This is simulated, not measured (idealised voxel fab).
Process module under the name voxel gate over fins
Pictured: cross-section cut, 255 nm wide, on a grid of 5 nm square cells.
Reading order for cross-sections: top band down to bottom band. Underlying form: a grid of square cells. Band size: one or more rows of cells.
Band: top height; bottom height; in nm. Then, left to right: material with width in nm, for each material. "all across": a single material spanning edge to edge. "blank": empty space.
The level at which height equals 0 is the one under which the wafer, as it arrives, is entirely one material. No lower edge exists for the bottom band, which continues downward and is notated as in "top 0, no bottom".
So if you see something like "30 to 40" for the width, read it as the top row of the band sitting at the first number and the bottom row at the second, with every row in between moving by the same amount as the last.
Basically "nothing got changed" means that step didn't change any cell in the cross-section.
"Closed internal cavities" lists enclosed empty spaces (at least 8 cells, no open path upward to the top), each as width x height at distance from the left edge, in nm.
Post-settings text on a step line: simulator's own remark regarding the step.
If you see "overlay nm" on a step's line and that step has a mask, it's telling you how far right of where it was planned the mask ended up; a negative number means it went left instead.
-- Process steps - plan
step 1: RECEIVE: material Si
step 2: CONFORMAL_DEP: material SiN, thk nm 10
step 3: DIRECTIONAL_DEP: material aC, thk nm 10
step 4: PATTERN: tone cover, mask id FINS, material resist, width nm 15, pitch nm 50, thk nm 30, overlay nm 0
step 5: DIRECTIONAL_ETCH: etch materials aC, depth nm 10
step 6: STRIP: etch materials resist
step 7: DIRECTIONAL_ETCH: etch materials SiN, depth nm 10
step 8: DIRECTIONAL_ETCH: etch materials Si, depth nm 35
step 9: STRIP: etch materials aC
step 10: OXIDIZE: depth nm 5
step 11: FILL_DEP: material SiO2, thk nm 5
step 12: CMP: height nm 10
step 13: DIRECTIONAL_DEP: material aC, thk nm 15
step 14: PATTERN: tone open, mask id RAIL, material resist, width nm 15, thk nm 35, overlay nm 0
step 15: DIRECTIONAL_ETCH: etch materials aC, depth nm 15
step 16: STRIP: etch materials resist
step 17: DIRECTIONAL_ETCH: etch materials SiO2, depth nm 40
step 18: STRIP: etch materials aC
step 19: CONFORMAL_DEP: material TiN, thk nm 5
step 20: FILL_DEP: material Ru, thk nm 10
step 21: CMP: height nm 10
step 22: SELECTIVE_ETCH: etch materials W Ru TiN, depth nm 35
step 23: FILL_DEP: material SiO2, thk nm 5
step 24: CMP: height nm 10
step 25: SELECTIVE_ETCH: etch materials SiO2, depth nm 25
step 26: STRIP: etch materials SiN
step 27: CONFORMAL_DEP: material HfO2, thk nm 5
step 28: CONFORMAL_DEP: material TiN, thk nm 5
step 29: CONFORMAL_DEP: material TiAl, thk nm 5
step 30: CONFORMAL_DEP: material TiN, thk nm 5
step 31: FILL_DEP: material W, thk nm 10
step 32: CMP: height nm 25
step 33: CONFORMAL_DEP: material SiCN, thk nm 10
-- The first of two wafers, run as planned
-- Cross-sectional view of the wafer in its as-received condition, corresponding to the state after step 1
	top 0, no bottom  Si all across
	Closed internal cavities: none
-- After step 2, in cross-section
	top 10, bottom 0  SiN all across
	Under the height 0 nothing was changed.
-- After step 3, in cross-section
	top 20, bottom 10  aC all across
	Under the height 10 nothing was changed.
-- After step 4, in cross-section
	top 50, bottom 20  70 nm blank, 15 nm resist, 35 nm blank, 15 nm resist, 35 nm blank, 15 nm resist, 70 nm blank
	Under the height 20 nothing was changed.
-- After step 5, in cross-section
	top 40, bottom 20  70 nm blank, 15 nm resist, 35 nm blank, 15 nm resist, 35 nm blank, 15 nm resist, 70 nm blank
	top 20, bottom 10  70 nm blank, 15 nm aC, 35 nm blank, 15 nm aC, 35 nm blank, 15 nm aC, 70 nm blank
	Under the height 10 nothing was changed.
-- After step 6, in cross-section
	top 20, bottom 10  70 nm blank, 15 nm aC, 35 nm blank, 15 nm aC, 35 nm blank, 15 nm aC, 70 nm blank
	Under the height 10 nothing was changed.
-- After step 7, in cross-section
	top 20, bottom 10  70 nm blank, 15 nm aC, 35 nm blank, 15 nm aC, 35 nm blank, 15 nm aC, 70 nm blank
	top 10, bottom 0  70 nm blank, 15 nm SiN, 35 nm blank, 15 nm SiN, 35 nm blank, 15 nm SiN, 70 nm blank
	Under the height 0 nothing was changed.
-- After step 8, in cross-section
	top 20, bottom 10  70 nm blank, 15 nm aC, 35 nm blank, 15 nm aC, 35 nm blank, 15 nm aC, 70 nm blank
	top 10, bottom 0  70 nm blank, 15 nm SiN, 35 nm blank, 15 nm SiN, 35 nm blank, 15 nm SiN, 70 nm blank
	top 0, bottom -35  70 nm blank, 15 nm Si, 35 nm blank, 15 nm Si, 35 nm blank, 15 nm Si, 70 nm blank
	Under the height -35 nothing was changed.
-- After step 9, in cross-section
	top 10, bottom 0  70 nm blank, 15 nm SiN, 35 nm blank, 15 nm SiN, 35 nm blank, 15 nm SiN, 70 nm blank
	Under the height 0 nothing was changed.
-- After step 10, in cross-section
	top 10, bottom 0  70 nm blank, 15 nm SiN, 35 nm blank, 15 nm SiN, 35 nm blank, 15 nm SiN, 70 nm blank
	top 0, bottom -35  70 nm blank, 5 nm SiO2, 5 nm Si, 5 nm SiO2, 35 nm blank, 5 nm SiO2, 5 nm Si, 5 nm SiO2, 35 nm blank, 5 nm SiO2, 5 nm Si, 5 nm SiO2, 70 nm blank
	top -35, bottom -40  75 nm SiO2, 5 nm Si, 45 nm SiO2, 5 nm Si, 45 nm SiO2, 5 nm Si, 75 nm SiO2
	Under the height -40 nothing was changed.
-- After step 11, in cross-section
	top 15, bottom 10  SiO2 all across
	top 10, bottom 0  70 nm SiO2, 15 nm SiN, 35 nm SiO2, 15 nm SiN, 35 nm SiO2, 15 nm SiN, 70 nm SiO2
	top 0, bottom -40  75 nm SiO2, 5 nm Si, 45 nm SiO2, 5 nm Si, 45 nm SiO2, 5 nm Si, 75 nm SiO2
	Under the height -40 nothing was changed.
-- After step 12, in cross-section
	top 10, bottom 0  70 nm SiO2, 15 nm SiN, 35 nm SiO2, 15 nm SiN, 35 nm SiO2, 15 nm SiN, 70 nm SiO2
	Under the height 0 nothing was changed.
-- After step 13, in cross-section
	top 25, bottom 10  aC all across
	Under the height 10 nothing was changed.
-- After step 14, in cross-section
	top 60, bottom 25  95 nm resist, 15 nm blank, 145 nm resist
	Under the height 25 nothing was changed.
-- After step 15, in cross-section
	top 45, bottom 25  95 nm resist, 15 nm blank, 145 nm resist
	top 25, bottom 10  95 nm aC, 15 nm blank, 145 nm aC
	Under the height 10 nothing was changed.
-- After step 16, in cross-section
	top 25, bottom 10  95 nm aC, 15 nm blank, 145 nm aC
	Under the height 10 nothing was changed.
-- After step 17, in cross-section
	top 25, bottom 10  95 nm aC, 15 nm blank, 145 nm aC
	top 10, bottom 0  70 nm SiO2, 15 nm SiN, 10 nm SiO2, 15 nm blank, 10 nm SiO2, 15 nm SiN, 35 nm SiO2, 15 nm SiN, 70 nm SiO2
	top 0, bottom -30  75 nm SiO2, 5 nm Si, 15 nm SiO2, 15 nm blank, 15 nm SiO2, 5 nm Si, 45 nm SiO2, 5 nm Si, 75 nm SiO2
	Under the height -30 nothing was changed.
-- After step 18, in cross-section
	top 10, bottom 0  70 nm SiO2, 15 nm SiN, 10 nm SiO2, 15 nm blank, 10 nm SiO2, 15 nm SiN, 35 nm SiO2, 15 nm SiN, 70 nm SiO2
	Under the height 0 nothing was changed.
-- After step 19, in cross-section
	top 15, bottom 10  100 nm TiN, 5 nm blank, 150 nm TiN
	top 10, bottom 0  70 nm SiO2, 15 nm SiN, 10 nm SiO2, 5 nm TiN, 5 nm blank, 5 nm TiN, 10 nm SiO2, 15 nm SiN, 35 nm SiO2, 15 nm SiN, 70 nm SiO2
	top 0, bottom -25  75 nm SiO2, 5 nm Si, 15 nm SiO2, 5 nm TiN, 5 nm blank, 5 nm TiN, 15 nm SiO2, 5 nm Si, 45 nm SiO2, 5 nm Si, 75 nm SiO2
	top -25, bottom -30  75 nm SiO2, 5 nm Si, 15 nm SiO2, 15 nm TiN, 15 nm SiO2, 5 nm Si, 45 nm SiO2, 5 nm Si, 75 nm SiO2
	Under the height -30 nothing was changed.
-- After step 20, in cross-section
	top 25, bottom 15  Ru all across
	top 15, bottom 10  100 nm TiN, 5 nm Ru, 150 nm TiN
	top 10, bottom 0  70 nm SiO2, 15 nm SiN, 10 nm SiO2, 5 nm TiN, 5 nm Ru, 5 nm TiN, 10 nm SiO2, 15 nm SiN, 35 nm SiO2, 15 nm SiN, 70 nm SiO2
	top 0, bottom -25  75 nm SiO2, 5 nm Si, 15 nm SiO2, 5 nm TiN, 5 nm Ru, 5 nm TiN, 15 nm SiO2, 5 nm Si, 45 nm SiO2, 5 nm Si, 75 nm SiO2
	Under the height -25 nothing was changed.
-- After step 21, in cross-section
	top 10, bottom 0  70 nm SiO2, 15 nm SiN, 10 nm SiO2, 5 nm TiN, 5 nm Ru, 5 nm TiN, 10 nm SiO2, 15 nm SiN, 35 nm SiO2, 15 nm SiN, 70 nm SiO2
	Under the height 0 nothing was changed.
-- After step 22, in cross-section
	top 10, bottom 0  70 nm SiO2, 15 nm SiN, 10 nm SiO2, 15 nm blank, 10 nm SiO2, 15 nm SiN, 35 nm SiO2, 15 nm SiN, 70 nm SiO2
	top 0, bottom -25  75 nm SiO2, 5 nm Si, 15 nm SiO2, 15 nm blank, 15 nm SiO2, 5 nm Si, 45 nm SiO2, 5 nm Si, 75 nm SiO2
	Under the height -25 nothing was changed.
-- After step 23, in cross-section
	top 15, bottom 10  SiO2 all across
	top 10, bottom 0  70 nm SiO2, 15 nm SiN, 35 nm SiO2, 15 nm SiN, 35 nm SiO2, 15 nm SiN, 70 nm SiO2
	top 0, bottom -25  75 nm SiO2, 5 nm Si, 45 nm SiO2, 5 nm Si, 45 nm SiO2, 5 nm Si, 75 nm SiO2
	Under the height -25 nothing was changed.
-- After step 24, in cross-section
	top 10, bottom 0  70 nm SiO2, 15 nm SiN, 35 nm SiO2, 15 nm SiN, 35 nm SiO2, 15 nm SiN, 70 nm SiO2
	Under the height 0 nothing was changed.
-- After step 25, in cross-section
	top 10, bottom 0  70 nm blank, 15 nm SiN, 35 nm blank, 15 nm SiN, 35 nm blank, 15 nm SiN, 70 nm blank
	top 0, bottom -15  75 nm blank, 5 nm Si, 45 nm blank, 5 nm Si, 45 nm blank, 5 nm Si, 75 nm blank
	Under the height -15 nothing was changed.
-- After step 26, in cross-section
	top 0, bottom -15  75 nm blank, 5 nm Si, 45 nm blank, 5 nm Si, 45 nm blank, 5 nm Si, 75 nm blank
	Under the height -15 nothing was changed.
-- After step 27, in cross-section
	top 5, bottom 0  70 nm blank, 15 nm HfO2, 35 nm blank, 15 nm HfO2, 35 nm blank, 15 nm HfO2, 70 nm blank
	top 0, bottom -10  70 nm blank, 5 nm HfO2, 5 nm Si, 5 nm HfO2, 35 nm blank, 5 nm HfO2, 5 nm Si, 5 nm HfO2, 35 nm blank, 5 nm HfO2, 5 nm Si, 5 nm HfO2, 70 nm blank
	top -10, bottom -15  75 nm HfO2, 5 nm Si, 45 nm HfO2, 5 nm Si, 45 nm HfO2, 5 nm Si, 75 nm HfO2
	Under the height -15 nothing was changed.
-- After step 28, in cross-section
	top 10, bottom 5  65 nm blank, 25 nm TiN, 25 nm blank, 25 nm TiN, 25 nm blank, 25 nm TiN, 65 nm blank
	top 5, bottom 0  65 nm blank, 5 nm TiN, 15 nm HfO2, 5 nm TiN, 25 nm blank, 5 nm TiN, 15 nm HfO2, 5 nm TiN, 25 nm blank, 5 nm TiN, 15 nm HfO2, 5 nm TiN, 65 nm blank
	top 0, bottom -5  65 nm blank, 5 nm TiN, 5 nm HfO2, 5 nm Si, 5 nm HfO2, 5 nm TiN, 25 nm blank, 5 nm TiN, 5 nm HfO2, 5 nm Si, 5 nm HfO2, 5 nm TiN, 25 nm blank, 5 nm TiN, 5 nm HfO2, 5 nm Si, 5 nm HfO2, 5 nm TiN, 65 nm blank
	top -5, bottom -10  70 nm TiN, 5 nm HfO2, 5 nm Si, 5 nm HfO2, 35 nm TiN, 5 nm HfO2, 5 nm Si, 5 nm HfO2, 35 nm TiN, 5 nm HfO2, 5 nm Si, 5 nm HfO2, 70 nm TiN
	Under the height -10 nothing was changed.
-- After step 29, in cross-section
	top 15, bottom 10  60 nm blank, 35 nm TiAl, 15 nm blank, 35 nm TiAl, 15 nm blank, 35 nm TiAl, 60 nm blank
	top 10, bottom 5  60 nm blank, 5 nm TiAl, 25 nm TiN, 5 nm TiAl, 15 nm blank, 5 nm TiAl, 25 nm TiN, 5 nm TiAl, 15 nm blank, 5 nm TiAl, 25 nm TiN, 5 nm TiAl, 60 nm blank
	top 5, bottom 0  60 nm blank, 5 nm TiAl, 5 nm TiN, 15 nm HfO2, 5 nm TiN, 5 nm TiAl, 15 nm blank, 5 nm TiAl, 5 nm TiN, 15 nm HfO2, 5 nm TiN, 5 nm TiAl, 15 nm blank, 5 nm TiAl, 5 nm TiN, 15 nm HfO2, 5 nm TiN, 5 nm TiAl, 60 nm blank
	top 0, bottom -5  65 nm TiAl, 5 nm TiN, 5 nm HfO2, 5 nm Si, 5 nm HfO2, 5 nm TiN, 25 nm TiAl, 5 nm TiN, 5 nm HfO2, 5 nm Si, 5 nm HfO2, 5 nm TiN, 25 nm TiAl, 5 nm TiN, 5 nm HfO2, 5 nm Si, 5 nm HfO2, 5 nm TiN, 65 nm TiAl
	Under the height -5 nothing was changed.
-- After step 30, in cross-section
	top 20, bottom 15  55 nm blank, 45 nm TiN, 5 nm blank, 45 nm TiN, 5 nm blank, 45 nm TiN, 55 nm blank
	top 15, bottom 10  55 nm blank, 5 nm TiN, 35 nm TiAl, 5 nm TiN, 5 nm blank, 5 nm TiN, 35 nm TiAl, 5 nm TiN, 5 nm blank, 5 nm TiN, 35 nm TiAl, 5 nm TiN, 55 nm blank
	top 10, bottom 5  55 nm blank, 5 nm TiN, 5 nm TiAl, 25 nm TiN, 5 nm TiAl, 5 nm TiN, 5 nm blank, 5 nm TiN, 5 nm TiAl, 25 nm TiN, 5 nm TiAl, 5 nm TiN, 5 nm blank, 5 nm TiN, 5 nm TiAl, 25 nm TiN, 5 nm TiAl, 5 nm TiN, 55 nm blank
	top 5, bottom 0  60 nm TiN, 5 nm TiAl, 5 nm TiN, 15 nm HfO2, 5 nm TiN, 5 nm TiAl, 15 nm TiN, 5 nm TiAl, 5 nm TiN, 15 nm HfO2, 5 nm TiN, 5 nm TiAl, 15 nm TiN, 5 nm TiAl, 5 nm TiN, 15 nm HfO2, 5 nm TiN, 5 nm TiAl, 60 nm TiN
	Under the height 0 nothing was changed.
-- After step 31, in cross-section
	top 30, bottom 20  W all across
	top 20, bottom 15  55 nm W, 45 nm TiN, 5 nm W, 45 nm TiN, 5 nm W, 45 nm TiN, 55 nm W
	top 15, bottom 10  55 nm W, 5 nm TiN, 35 nm TiAl, 5 nm TiN, 5 nm W, 5 nm TiN, 35 nm TiAl, 5 nm TiN, 5 nm W, 5 nm TiN, 35 nm TiAl, 5 nm TiN, 55 nm W
	top 10, bottom 5  55 nm W, 5 nm TiN, 5 nm TiAl, 25 nm TiN, 5 nm TiAl, 5 nm TiN, 5 nm W, 5 nm TiN, 5 nm TiAl, 25 nm TiN, 5 nm TiAl, 5 nm TiN, 5 nm W, 5 nm TiN, 5 nm TiAl, 25 nm TiN, 5 nm TiAl, 5 nm TiN, 55 nm W
	Under the height 5 nothing was changed.
-- After step 32, in cross-section
	top 25, bottom 20  W all across
	Under the height 20 nothing was changed.
-- After step 33, in cross-section
	top 35, bottom 25  SiCN all across
	Under the height 25 nothing was changed.
-- Wafer two of the pair: same origin, same plan, one error during the run; identical to wafer one up to and including step 13
-- Cross-section of the second wafer when, according to plan, step 14 should have finished
	top 60, bottom 25  95 nm blank, 15 nm resist, 145 nm blank
	Under the height 25 nothing was changed.
-- Cross-section of the second wafer when, according to plan, step 15 should have finished
	top 45, bottom 25  95 nm blank, 15 nm resist, 145 nm blank
	top 25, bottom 10  95 nm blank, 15 nm aC, 145 nm blank
	Under the height 10 nothing was changed.
-- Cross-section of the second wafer when, according to plan, step 16 should have finished
	top 25, bottom 10  95 nm blank, 15 nm aC, 145 nm blank
	Under the height 10 nothing was changed.
-- Cross-section of the second wafer when, according to plan, step 17 should have finished
	top 25, bottom 10  95 nm blank, 15 nm aC, 145 nm blank
	top 10, bottom 0  70 nm blank, 15 nm SiN, 10 nm blank, 15 nm SiO2, 10 nm blank, 15 nm SiN, 35 nm blank, 15 nm SiN, 70 nm blank
	top 0, bottom -30  70 nm blank, 5 nm SiO2, 5 nm Si, 5 nm SiO2, 10 nm blank, 15 nm SiO2, 10 nm blank, 5 nm SiO2, 5 nm Si, 5 nm SiO2, 35 nm blank, 5 nm SiO2, 5 nm Si, 5 nm SiO2, 70 nm blank
	Under the height -30 nothing was changed.
-- Cross-section of the second wafer when, according to plan, step 18 should have finished
	top 10, bottom 0  70 nm blank, 15 nm SiN, 10 nm blank, 15 nm SiO2, 10 nm blank, 15 nm SiN, 35 nm blank, 15 nm SiN, 70 nm blank
	Under the height 0 nothing was changed.
-- Cross-section of the second wafer when, according to plan, step 19 should have finished
	top 15, bottom 10  65 nm blank, 75 nm TiN, 25 nm blank, 25 nm TiN, 65 nm blank
	top 10, bottom 0  65 nm blank, 5 nm TiN, 15 nm SiN, 10 nm TiN, 15 nm SiO2, 10 nm TiN, 15 nm SiN, 5 nm TiN, 25 nm blank, 5 nm TiN, 15 nm SiN, 5 nm TiN, 65 nm blank
	top 0, bottom -25  65 nm blank, 5 nm TiN, 5 nm SiO2, 5 nm Si, 5 nm SiO2, 10 nm TiN, 15 nm SiO2, 10 nm TiN, 5 nm SiO2, 5 nm Si, 5 nm SiO2, 5 nm TiN, 25 nm blank, 5 nm TiN, 5 nm SiO2, 5 nm Si, 5 nm SiO2, 5 nm TiN, 65 nm blank
	top -25, bottom -30  70 nm TiN, 5 nm SiO2, 5 nm Si, 5 nm SiO2, 10 nm TiN, 15 nm SiO2, 10 nm TiN, 5 nm SiO2, 5 nm Si, 5 nm SiO2, 35 nm TiN, 5 nm SiO2, 5 nm Si, 5 nm SiO2, 70 nm TiN
	Under the height -30 nothing was changed.
-- Cross-section of the second wafer when, according to plan, step 20 should have finished
	top 25, bottom 15  Ru all across
	top 15, bottom 10  65 nm Ru, 75 nm TiN, 25 nm Ru, 25 nm TiN, 65 nm Ru
	top 10, bottom 0  65 nm Ru, 5 nm TiN, 15 nm SiN, 10 nm TiN, 15 nm SiO2, 10 nm TiN, 15 nm SiN, 5 nm TiN, 25 nm Ru, 5 nm TiN, 15 nm SiN, 5 nm TiN, 65 nm Ru
	top 0, bottom -25  65 nm Ru, 5 nm TiN, 5 nm SiO2, 5 nm Si, 5 nm SiO2, 10 nm TiN, 15 nm SiO2, 10 nm TiN, 5 nm SiO2, 5 nm Si, 5 nm SiO2, 5 nm TiN, 25 nm Ru, 5 nm TiN, 5 nm SiO2, 5 nm Si, 5 nm SiO2, 5 nm TiN, 65 nm Ru
	Under the height -25 nothing was changed.
-- Cross-section of the second wafer when, according to plan, step 21 should have finished
	top 10, bottom 0  65 nm Ru, 5 nm TiN, 15 nm SiN, 10 nm TiN, 15 nm SiO2, 10 nm TiN, 15 nm SiN, 5 nm TiN, 25 nm Ru, 5 nm TiN, 15 nm SiN, 5 nm TiN, 65 nm Ru
	Under the height 0 nothing was changed.
-- Cross-section of the second wafer when, according to plan, step 22 should have finished
	top 10, bottom 0  70 nm blank, 15 nm SiN, 10 nm blank, 15 nm SiO2, 10 nm blank, 15 nm SiN, 35 nm blank, 15 nm SiN, 70 nm blank
	top 0, bottom -25  70 nm blank, 5 nm SiO2, 5 nm Si, 5 nm SiO2, 10 nm blank, 15 nm SiO2, 10 nm blank, 5 nm SiO2, 5 nm Si, 5 nm SiO2, 35 nm blank, 5 nm SiO2, 5 nm Si, 5 nm SiO2, 70 nm blank
	Under the height -25 nothing was changed.
-- Cross-section of the second wafer when, according to plan, step 23 should have finished
	top 15, bottom 10  SiO2 all across
	top 10, bottom 0  70 nm SiO2, 15 nm SiN, 35 nm SiO2, 15 nm SiN, 35 nm SiO2, 15 nm SiN, 70 nm SiO2
	top 0, bottom -25  75 nm SiO2, 5 nm Si, 45 nm SiO2, 5 nm Si, 45 nm SiO2, 5 nm Si, 75 nm SiO2
	Under the height -25 nothing was changed.
-- Cross-section of the second wafer when, according to plan, step 24 should have finished
	top 10, bottom 0  70 nm SiO2, 15 nm SiN, 35 nm SiO2, 15 nm SiN, 35 nm SiO2, 15 nm SiN, 70 nm SiO2
	Under the height 0 nothing was changed.
-- Cross-section of the second wafer when, according to plan, step 25 should have finished
	top 10, bottom 0  70 nm blank, 15 nm SiN, 35 nm blank, 15 nm SiN, 35 nm blank, 15 nm SiN, 70 nm blank
	top 0, bottom -15  75 nm blank, 5 nm Si, 45 nm blank, 5 nm Si, 45 nm blank, 5 nm Si, 75 nm blank
	Under the height -15 nothing was changed.
-- Cross-section of the second wafer when, according to plan, step 26 should have finished
	top 0, bottom -15  75 nm blank, 5 nm Si, 45 nm blank, 5 nm Si, 45 nm blank, 5 nm Si, 75 nm blank
	Under the height -15 nothing was changed.
-- Cross-section of the second wafer when, according to plan, step 27 should have finished
	top 5, bottom 0  70 nm blank, 15 nm HfO2, 35 nm blank, 15 nm HfO2, 35 nm blank, 15 nm HfO2, 70 nm blank
	top 0, bottom -10  70 nm blank, 5 nm HfO2, 5 nm Si, 5 nm HfO2, 35 nm blank, 5 nm HfO2, 5 nm Si, 5 nm HfO2, 35 nm blank, 5 nm HfO2, 5 nm Si, 5 nm HfO2, 70 nm blank
	top -10, bottom -15  75 nm HfO2, 5 nm Si, 45 nm HfO2, 5 nm Si, 45 nm HfO2, 5 nm Si, 75 nm HfO2
	Under the height -15 nothing was changed.
-- Cross-section of the second wafer when, according to plan, step 28 should have finished
	top 10, bottom 5  65 nm blank, 25 nm TiN, 25 nm blank, 25 nm TiN, 25 nm blank, 25 nm TiN, 65 nm blank
	top 5, bottom 0  65 nm blank, 5 nm TiN, 15 nm HfO2, 5 nm TiN, 25 nm blank, 5 nm TiN, 15 nm HfO2, 5 nm TiN, 25 nm blank, 5 nm TiN, 15 nm HfO2, 5 nm TiN, 65 nm blank
	top 0, bottom -5  65 nm blank, 5 nm TiN, 5 nm HfO2, 5 nm Si, 5 nm HfO2, 5 nm TiN, 25 nm blank, 5 nm TiN, 5 nm HfO2, 5 nm Si, 5 nm HfO2, 5 nm TiN, 25 nm blank, 5 nm TiN, 5 nm HfO2, 5 nm Si, 5 nm HfO2, 5 nm TiN, 65 nm blank
	top -5, bottom -10  70 nm TiN, 5 nm HfO2, 5 nm Si, 5 nm HfO2, 35 nm TiN, 5 nm HfO2, 5 nm Si, 5 nm HfO2, 35 nm TiN, 5 nm HfO2, 5 nm Si, 5 nm HfO2, 70 nm TiN
	Under the height -10 nothing was changed.
-- Cross-section of the second wafer when, according to plan, step 29 should have finished
	top 15, bottom 10  60 nm blank, 35 nm TiAl, 15 nm blank, 35 nm TiAl, 15 nm blank, 35 nm TiAl, 60 nm blank
	top 10, bottom 5  60 nm blank, 5 nm TiAl, 25 nm TiN, 5 nm TiAl, 15 nm blank, 5 nm TiAl, 25 nm TiN, 5 nm TiAl, 15 nm blank, 5 nm TiAl, 25 nm TiN, 5 nm TiAl, 60 nm blank
	top 5, bottom 0  60 nm blank, 5 nm TiAl, 5 nm TiN, 15 nm HfO2, 5 nm TiN, 5 nm TiAl, 15 nm blank, 5 nm TiAl, 5 nm TiN, 15 nm HfO2, 5 nm TiN, 5 nm TiAl, 15 nm blank, 5 nm TiAl, 5 nm TiN, 15 nm HfO2, 5 nm TiN, 5 nm TiAl, 60 nm blank
	top 0, bottom -5  65 nm TiAl, 5 nm TiN, 5 nm HfO2, 5 nm Si, 5 nm HfO2, 5 nm TiN, 25 nm TiAl, 5 nm TiN, 5 nm HfO2, 5 nm Si, 5 nm HfO2, 5 nm TiN, 25 nm TiAl, 5 nm TiN, 5 nm HfO2, 5 nm Si, 5 nm HfO2, 5 nm TiN, 65 nm TiAl
	Under the height -5 nothing was changed.
-- Cross-section of the second wafer when, according to plan, step 30 should have finished
	top 20, bottom 15  55 nm blank, 45 nm TiN, 5 nm blank, 45 nm TiN, 5 nm blank, 45 nm TiN, 55 nm blank
	top 15, bottom 10  55 nm blank, 5 nm TiN, 35 nm TiAl, 5 nm TiN, 5 nm blank, 5 nm TiN, 35 nm TiAl, 5 nm TiN, 5 nm blank, 5 nm TiN, 35 nm TiAl, 5 nm TiN, 55 nm blank
	top 10, bottom 5  55 nm blank, 5 nm TiN, 5 nm TiAl, 25 nm TiN, 5 nm TiAl, 5 nm TiN, 5 nm blank, 5 nm TiN, 5 nm TiAl, 25 nm TiN, 5 nm TiAl, 5 nm TiN, 5 nm blank, 5 nm TiN, 5 nm TiAl, 25 nm TiN, 5 nm TiAl, 5 nm TiN, 55 nm blank
	top 5, bottom 0  60 nm TiN, 5 nm TiAl, 5 nm TiN, 15 nm HfO2, 5 nm TiN, 5 nm TiAl, 15 nm TiN, 5 nm TiAl, 5 nm TiN, 15 nm HfO2, 5 nm TiN, 5 nm TiAl, 15 nm TiN, 5 nm TiAl, 5 nm TiN, 15 nm HfO2, 5 nm TiN, 5 nm TiAl, 60 nm TiN
	Under the height 0 nothing was changed.
-- Cross-section of the second wafer when, according to plan, step 31 should have finished
	top 30, bottom 20  W all across
	top 20, bottom 15  55 nm W, 45 nm TiN, 5 nm W, 45 nm TiN, 5 nm W, 45 nm TiN, 55 nm W
	top 15, bottom 10  55 nm W, 5 nm TiN, 35 nm TiAl, 5 nm TiN, 5 nm W, 5 nm TiN, 35 nm TiAl, 5 nm TiN, 5 nm W, 5 nm TiN, 35 nm TiAl, 5 nm TiN, 55 nm W
	top 10, bottom 5  55 nm W, 5 nm TiN, 5 nm TiAl, 25 nm TiN, 5 nm TiAl, 5 nm TiN, 5 nm W, 5 nm TiN, 5 nm TiAl, 25 nm TiN, 5 nm TiAl, 5 nm TiN, 5 nm W, 5 nm TiN, 5 nm TiAl, 25 nm TiN, 5 nm TiAl, 5 nm TiN, 55 nm W
	Under the height 5 nothing was changed.
-- Cross-section of the second wafer when, according to plan, step 32 should have finished
	top 25, bottom 20  W all across
	Under the height 20 nothing was changed.
-- Cross-section of the second wafer when, according to plan, step 33 should have finished
	top 35, bottom 25  SiCN all across
	Under the height 25 nothing was changed.
What was done differently from what was planned? step 14, actual vs plan mismatch, actual run PATTERN: tone cover, mask id RAIL, material resist, width nm 15, thk nm 35, overlay nm 0
Final cells, second wafer relative to first, materials higher or lower: -36 SiO2 | +36 TiN
